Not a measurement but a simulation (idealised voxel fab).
process module | voxel trench capacitor
cross-section cut | 275 nm wide | cells 5 nm
A cross-section is a grid of square cells, given in bands from the top down. A band is one or more rows of cells.
Each band's line starts with the height of the band's top and of its bottom, in nm. Then come its materials from left to right, each with its width in nm. One material with "throughout" fills the band from edge to edge. "air" is empty space.
Height 0 is the level under which the wafer as received is all one material. The lowest band goes on downwards, as in "0 down".
A width such as "30 to 40" changes by the same amount from each row of cells to the next, from the band's top row to its bottom row.
"no change" after a step means that no cell of the cross-section changed.
closed voids: empty space of 8 cells or more with no open way to the top, each as width x height at its distance from the left edge, in nm
after a step's settings: what the simulator itself notes on the step
overlay nm, on a step with a mask: how far to the right of its planned place the mask lay; to the left if negative
plan
1 op RECEIVE | material Si
2 op CONFORMAL_DEP | material SiN | thk nm 5
3 op MASKED_ETCH | tone open | mask id TRENCH | width nm 20 | pitch nm 35 | etch materials SiN | depth nm 5 | overlay nm 0
4 op MASKED_ETCH | tone open | mask id TRENCH | width nm 20 | pitch nm 35 | etch materials Si | depth nm 40 | overlay nm 0
5 op CONFORMAL_DEP | material Al2O3 | thk nm 5
6 op FILL_DEP | material polySi | thk nm 5
7 op CMP | height nm 5
first wafer, as planned
as received, after step 1
  0 down: Si throughout
  closed voids: none
after step 2
  5 to 0: SiN throughout
  below 0: unchanged
after step 3
  5 to 0: SiN 75 | air 20 | SiN 15 | air 20 | SiN 15 | air 20 | SiN 15 | air 20 | SiN 75
  below 0: unchanged
after step 4
  5 to 0: SiN 75 | air 20 | SiN 15 | air 20 | SiN 15 | air 20 | SiN 15 | air 20 | SiN 75
  0 to -40: Si 75 | air 20 | Si 15 | air 20 | Si 15 | air 20 | Si 15 | air 20 | Si 75
  below -40: unchanged
after step 5
  10 to 5: Al2O3 80 | air 10 | Al2O3 25 | air 10 | Al2O3 25 | air 10 | Al2O3 25 | air 10 | Al2O3 80
  5 to 0: SiN 75 | Al2O3 5 | air 10 | Al2O3 5 | SiN 15 | Al2O3 5 | air 10 | Al2O3 5 | SiN 15 | Al2O3 5 | air 10 | Al2O3 5 | SiN 15 | Al2O3 5 | air 10 | Al2O3 5 | SiN 75
  0 to -35: Si 75 | Al2O3 5 | air 10 | Al2O3 5 | Si 15 | Al2O3 5 | air 10 | Al2O3 5 | Si 15 | Al2O3 5 | air 10 | Al2O3 5 | Si 15 | Al2O3 5 | air 10 | Al2O3 5 | Si 75
  -35 to -40: Si 75 | Al2O3 20 | Si 15 | Al2O3 20 | Si 15 | Al2O3 20 | Si 15 | Al2O3 20 | Si 75
  below -40: unchanged
after step 6
  15 to 10: polySi throughout
  10 to 5: Al2O3 80 | polySi 10 | Al2O3 25 | polySi 10 | Al2O3 25 | polySi 10 | Al2O3 25 | polySi 10 | Al2O3 80
  5 to 0: SiN 75 | Al2O3 5 | polySi 10 | Al2O3 5 | SiN 15 | Al2O3 5 | polySi 10 | Al2O3 5 | SiN 15 | Al2O3 5 | polySi 10 | Al2O3 5 | SiN 15 | Al2O3 5 | polySi 10 | Al2O3 5 | SiN 75
  0 to -35: Si 75 | Al2O3 5 | polySi 10 | Al2O3 5 | Si 15 | Al2O3 5 | polySi 10 | Al2O3 5 | Si 15 | Al2O3 5 | polySi 10 | Al2O3 5 | Si 15 | Al2O3 5 | polySi 10 | Al2O3 5 | Si 75
  below -35: unchanged
after step 7
  5 to 0: SiN 75 | Al2O3 5 | polySi 10 | Al2O3 5 | SiN 15 | Al2O3 5 | polySi 10 | Al2O3 5 | SiN 15 | Al2O3 5 | polySi 10 | Al2O3 5 | SiN 15 | Al2O3 5 | polySi 10 | Al2O3 5 | SiN 75
  below 0: unchanged
second wafer: like start, like plan, one mistake. Through step 3 it matches the first wafer
when step 4 should have ended
  5 to 0: SiN 75 | air 20 | SiN 15 | air 20 | SiN 15 | air 20 | SiN 15 | air 20 | SiN 75
  0 to -40: Si 75 | air 10 | Si 25 | air 10 | Si 25 | air 10 | Si 25 | air 10 | Si 85
  below -40: unchanged
when step 5 should have ended
  10 to 5: Al2O3 80 | air 10 | Al2O3 25 | air 10 | Al2O3 25 | air 10 | Al2O3 25 | air 10 | Al2O3 80
  5 to 0: SiN 75 | Al2O3 20 | SiN 15 | Al2O3 20 | SiN 15 | Al2O3 20 | SiN 15 | Al2O3 20 | SiN 75
  0 to -40: Si 75 | Al2O3 10 | Si 25 | Al2O3 10 | Si 25 | Al2O3 10 | Si 25 | Al2O3 10 | Si 85
  below -40: unchanged
when step 6 should have ended
  15 to 10: polySi throughout
  10 to 5: Al2O3 80 | polySi 10 | Al2O3 25 | polySi 10 | Al2O3 25 | polySi 10 | Al2O3 25 | polySi 10 | Al2O3 80
  below 5: unchanged
when step 7 should have ended
  5 to 0: SiN 75 | Al2O3 20 | SiN 15 | Al2O3 20 | SiN 15 | Al2O3 20 | SiN 15 | Al2O3 20 | SiN 75
  below 0: unchanged
what went wrong: step 4 ran as: op MASKED_ETCH | tone open | mask id TRENCH | width nm 20 | pitch nm 35 | etch materials Si | depth nm 40 | overlay nm -10
at the end the second wafer has, in cells: 64 more of Si | 64 fewer of polySi
